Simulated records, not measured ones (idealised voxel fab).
Name of the process module below: voxel tone inversion
The figure presents cross-section cut, which has a width of 250 nm and is divided into square cells with an edge length of 5 nm.
If you're reading a cross-section in this doc, picture square cells in a grid; it comes to you as bands, top ones listed first down to the bottom, and a band can be one or more rows of cells.
Look at the band entry: it leads with the top's height and the bottom's height in nm. Then it lists the materials left to right, with a width in nm for each. The word "full width" on a single material says that material fills the band edge to edge. The word "air" is empty space.
Note: height 0 marks the level under which the wafer is uniformly one material as received. Lowest band unbounded below, written "from 0 down".
Width spec "30 to 40" -> top row of cells at first value, bottom row at second value, equal per-row change in between.
Step note "changes: none" = no cross-section cell changed.
"Closed void listing": sealed empty spaces, 8 cells or more, no open way to top, listed width x height at distance, with distance from the left edge and width, height and distance in nm.
What comes after the settings on a step's line is commentary from the simulator itself on that step.
When a step includes a mask, the "overlay nm" setting on its line states how far to the right of its planned place that mask lay, and negative values state how far to the left.

### The steps planned for the process are as follows
| 1 | RECEIVE: material Si |
| 2 | CONFORMAL_DEP: material SiCN, thk nm 5 |
| 3 | DIRECTIONAL_DEP: material polySi, thk nm 20 |
| 4 | PATTERN: tone cover, mask id POSTS, material resist, width nm 25, pitch nm 50, thk nm 25, overlay nm 0 |
| 5 | DIRECTIONAL_ETCH: etch materials polySi, depth nm 20 |
| 6 | STRIP: etch materials resist |
| 7 | FILL_DEP: material lowk, thk nm 5 |
| 8 | CMP: height nm 25 |
| 9 | STRIP: etch materials polySi |
| 10 | CONFORMAL_DEP: material TiN, thk nm 5 |
| 11 | FILL_DEP: material Ru, thk nm 5 |
| 12 | CMP: height nm 25 |
| 13 | CONFORMAL_DEP: material SiCN, thk nm 5 |

### Incoming wafer, cross-sectional view, post step 1
    from 0 down: Si full width
    Closed void listing: none

### Below is the wafer in cross-section after the module was completed. It began from the starting point shown above and followed the plan shown above, except that one mistake was made while running it
    from 30 to 25: SiCN full width
    from 25 to 20: lowk full width
    from 20 to 0: 85 nm lowk | 25 nm polySi | 25 nm lowk | 25 nm polySi | 90 nm lowk
    from 0 down: Si full width
    Closed void listing: none
Misprocessing identified: step 2 of the plan got skipped, so it never ran
